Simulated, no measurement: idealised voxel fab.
Process module heading - voxel gate over fins
Pictured: cross-section cut, 155 nm wide, on a grid of 5 nm square cells.
Think of the cross-section as a grid of square cells. We describe it in bands, top to bottom, and each band covers one or more rows of those cells.
Band: top and bottom heights (nm) first, top before bottom; then materials from left to right, widths in nm. "full width" marks a sole material filling the band edge to edge. "blank" denotes empty space.
Heights from 0 (as-received wafer is one material below). Bottom band endless downward, as "0 -> down".
Width spec "30 to 40" -> top row of cells at first value, bottom row at second value, equal per-row change in between.
Given "no alteration" for a step, no cell of the cross-section differs between before and after that step.
Closed empty spaces (no open way to the top) of 8 cells or more are what "Sealed-off cavities" lists, each as width x height at distance from the left edge, nm for all three.
Past the settings on a step's line: simulator remark, on that step.
A step's line can hold "overlay nm"; with a mask on that step, the setting says how far right of the planned place the mask lay, while a negative setting says it lay to the left.
STEPS PLANNED FOR THE PROCESS
| 1 | RECEIVE | material Si |
| 2 | CONFORMAL_DEP | material SiN | thk nm 10 |
| 3 | MASKED_ETCH | tone cover | mask id FINS | width nm 15 | pitch nm 55 | etch materials SiN | depth nm 10 | overlay nm 0 |
| 4 | MASKED_ETCH | tone cover | mask id FINS | width nm 15 | pitch nm 55 | etch materials Si | depth nm 30 | overlay nm 0 |
| 5 | FILL_DEP | material SiO2 | thk nm 10 |
| 6 | CMP | height nm 10 |
| 7 | DIRECTIONAL_DEP | material aC | thk nm 10 |
| 8 | PATTERN | tone open | mask id RAIL | material resist | width nm 15 | thk nm 25 | overlay nm 0 |
| 9 | DIRECTIONAL_ETCH | etch materials aC | depth nm 10 |
| 10 | STRIP | etch materials resist |
| 11 | DIRECTIONAL_ETCH | etch materials SiO2 | depth nm 35 |
| 12 | STRIP | etch materials aC |
| 13 | CONFORMAL_DEP | material TiN | thk nm 5 |
| 14 | FILL_DEP | material W | thk nm 5 |
| 15 | CMP | height nm 10 |
| 16 | SELECTIVE_ETCH | etch materials W Ru TiN | depth nm 30 |
| 17 | FILL_DEP | material SiO2 | thk nm 5 |
| 18 | CMP | height nm 10 |
| 19 | SELECTIVE_ETCH | etch materials SiO2 | depth nm 25 |
| 20 | STRIP | etch materials SiN |
| 21 | CONFORMAL_DEP | material HfO2 | thk nm 5 |
| 22 | CONFORMAL_DEP | material TiN | thk nm 5 |
| 23 | FILL_DEP | material W | thk nm 15 |
| 24 | CMP | height nm 20 |
| 25 | CONFORMAL_DEP | material SiCN | thk nm 10 |
HERE'S WHAT THE WAFER LOOKED LIKE IN CROSS-SECTION WHEN IT ARRIVED - THAT'S AFTER STEP 1
- 0 -> down = Si full width
- Sealed-off cavities: none
CROSS-SECTION, END OF MODULE. START: AS ABOVE. PLAN: AS ABOVE. EXECUTION: ONE MISTAKE
- 30 -> 20 = SiCN full width
- 20 -> 10 = W full width
- 10 -> 5 = W: 30, TiN: 35, W: 20, TiN: 35, W: 35
- 5 -> 0 = W: 30, TiN: 5, HfO2: 25, TiN: 5, W: 20, TiN: 5, HfO2: 25, TiN: 5, W: 35
- 0 -> -5 = W: 30, TiN: 5, HfO2: 5, Si: 15, HfO2: 5, TiN: 5, W: 20, TiN: 5, HfO2: 5, Si: 15, HfO2: 5, TiN: 5, W: 35
- -5 -> -10 = TiN: 35, HfO2: 5, Si: 15, HfO2: 5, TiN: 30, HfO2: 5, Si: 15, HfO2: 5, TiN: 40
- -10 -> -15 = HfO2: 40, Si: 15, HfO2: 40, Si: 15, HfO2: 45
- -15 -> -20 = SiO2: 40, Si: 15, SiO2: 40, Si: 15, SiO2: 45
- -20 -> -25 = SiO2: 40, Si: 15, SiO2: 10, TiN: 20, SiO2: 10, Si: 15, SiO2: 45
- -25 -> -30 = SiO2: 40, Si: 15, SiO2: 40, Si: 15, SiO2: 45
- -30 -> down = Si full width
- Sealed-off cavities: none
Error vs. plan: planned and actual differ for step 8; actual: PATTERN | tone open | mask id RAIL | material resist | width nm 20 | thk nm 25 | overlay nm 0
